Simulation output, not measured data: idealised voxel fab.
process module | voxel capacitor over wiring
cross-section cut | 275 nm wide | cells 5 nm
A cross-section is a grid of square cells, given in bands from the top down. A band is one or more rows of cells.
Each band's line starts with the height of the band's top and of its bottom, in nm. Then come its materials from left to right, each with its width in nm. One material with "throughout" fills the band from edge to edge. "air" is empty space.
Height 0 is the level under which the wafer as received is all one material. The lowest band goes on downwards, as in "0 down".
A width such as "30 to 40" changes by the same amount from each row of cells to the next, from the band's top row to its bottom row.
"no change" after a step means that no cell of the cross-section changed.
closed voids: empty space of 8 cells or more with no open way to the top, each as width x height at its distance from the left edge, in nm
after a step's settings: what the simulator itself notes on the step
overlay nm, on a step with a mask: how far to the right of its planned place the mask lay; to the left if negative
plan
1 op RECEIVE | material Si
2 op CONFORMAL_DEP | material SiO2 | thk nm 15
3 op DIRECTIONAL_DEP | material TiN | thk nm 5
4 op DIRECTIONAL_DEP | material Ru | thk nm 25
5 op PATTERN | tone cover | mask id METAL_1 | material resist | width nm 30 | pitch nm 100 | thk nm 20 | overlay nm 0
6 op DIRECTIONAL_ETCH | etch materials Ru | depth nm 25
7 op DIRECTIONAL_ETCH | etch materials TiN | depth nm 5
8 op STRIP | etch materials resist
9 op FILL_DEP | material lowk | thk nm 10
10 op CMP | height nm 45
11 op CONFORMAL_DEP | material SiCN | thk nm 5
12 op DIRECTIONAL_DEP | material SiO2 | thk nm 20
13 op MASKED_ETCH | tone open | mask id PLUG_1 | width nm 15 | etch materials SiO2 | depth nm 20 | overlay nm 0
14 op MASKED_ETCH | tone open | mask id PLUG_1 | width nm 15 | etch materials SiCN | depth nm 5 | overlay nm 0
15 op CONFORMAL_DEP | material TiN | thk nm 5
16 op FILL_DEP | material W | thk nm 10
17 op CMP | height nm 70
18 op DIRECTIONAL_DEP | material TiN | thk nm 5
19 op DIRECTIONAL_DEP | material SiN | thk nm 5
20 op DIRECTIONAL_DEP | material TiN | thk nm 5
21 op PATTERN | tone cover | mask id UPPER_PLATE | material resist | width nm 75 | thk nm 15 | overlay nm 0
22 op DIRECTIONAL_ETCH | etch materials TiN | depth nm 5
23 op DIRECTIONAL_ETCH | etch materials SiN | depth nm 5
24 op STRIP | etch materials resist
25 op MASKED_ETCH | tone cover | mask id LOWER_PLATE | width nm 85 | etch materials TiN | depth nm 5 | overlay nm 0
26 op FILL_DEP | material SiO2 | thk nm 20
27 op CMP | height nm 100
28 op DIRECTIONAL_DEP | material aC | thk nm 15
29 op PATTERN | tone open | mask id PLUG_2 | material resist | width nm 15 | thk nm 35 | overlay nm 0
30 op DIRECTIONAL_ETCH | etch materials aC | depth nm 15
31 op STRIP | etch materials resist
32 op DIRECTIONAL_ETCH | etch materials SiO2 | depth nm 15
33 op STRIP | etch materials aC
34 op CONFORMAL_DEP | material TiN | thk nm 5
35 op FILL_DEP | material W | thk nm 10
36 op CMP | height nm 100
37 op CONFORMAL_DEP | material SiN | thk nm 5
as received, after step 1
  0 down: Si throughout
  closed voids: none
first wafer at the end, as planned
  105 to 100: SiN throughout
  100 to 90: SiO2 95 | TiN 5 | W 5 | TiN 5 | SiO2 165
  90 to 80: SiO2 95 to 85 | TiN 15 to 75 | SiO2 165 to 115
  80 to 75: SiO2 85 | SiN 75 | SiO2 115
  75 to 70: SiO2 80 | TiN 85 | SiO2 110
  70 to 50: SiO2 85 | TiN 5 | W 5 | TiN 5 | SiO2 175
  50 to 45: SiCN 85 | TiN 15 | SiCN 175
  45 to 20: lowk 70 | Ru 30 | lowk 70 | Ru 30 | lowk 75
  20 to 15: lowk 70 | TiN 30 | lowk 70 | TiN 30 | lowk 75
  15 to 0: SiO2 throughout
  0 down: Si throughout
  closed voids: none
second wafer at the end: like start, like plan, one mistake
  105 to 100: SiN throughout
  100 to 95: SiO2 85 | TiN 75 | SiO2 115
  95 to 90: SiO2 85 | SiN 75 | SiO2 115
  90 to 85: SiO2 80 | TiN 85 | SiO2 110
  85 to 75: W throughout
  75 to 70: TiN 90 | W 5 | TiN 180
  70 to 50: SiO2 85 | TiN 5 | W 5 | TiN 5 | SiO2 175
  50 to 45: SiCN 85 | TiN 15 | SiCN 175
  45 to 20: lowk 70 | Ru 30 | lowk 70 | Ru 30 | lowk 75
  20 to 15: lowk 70 | TiN 30 | lowk 70 | TiN 30 | lowk 75
  15 to 0: SiO2 throughout
  0 down: Si throughout
  closed voids: none
what went wrong: step 17 was left out
at the end the second wafer has, in cells: 156 fewer of SiO2 | 47 more of TiN | 109 more of W
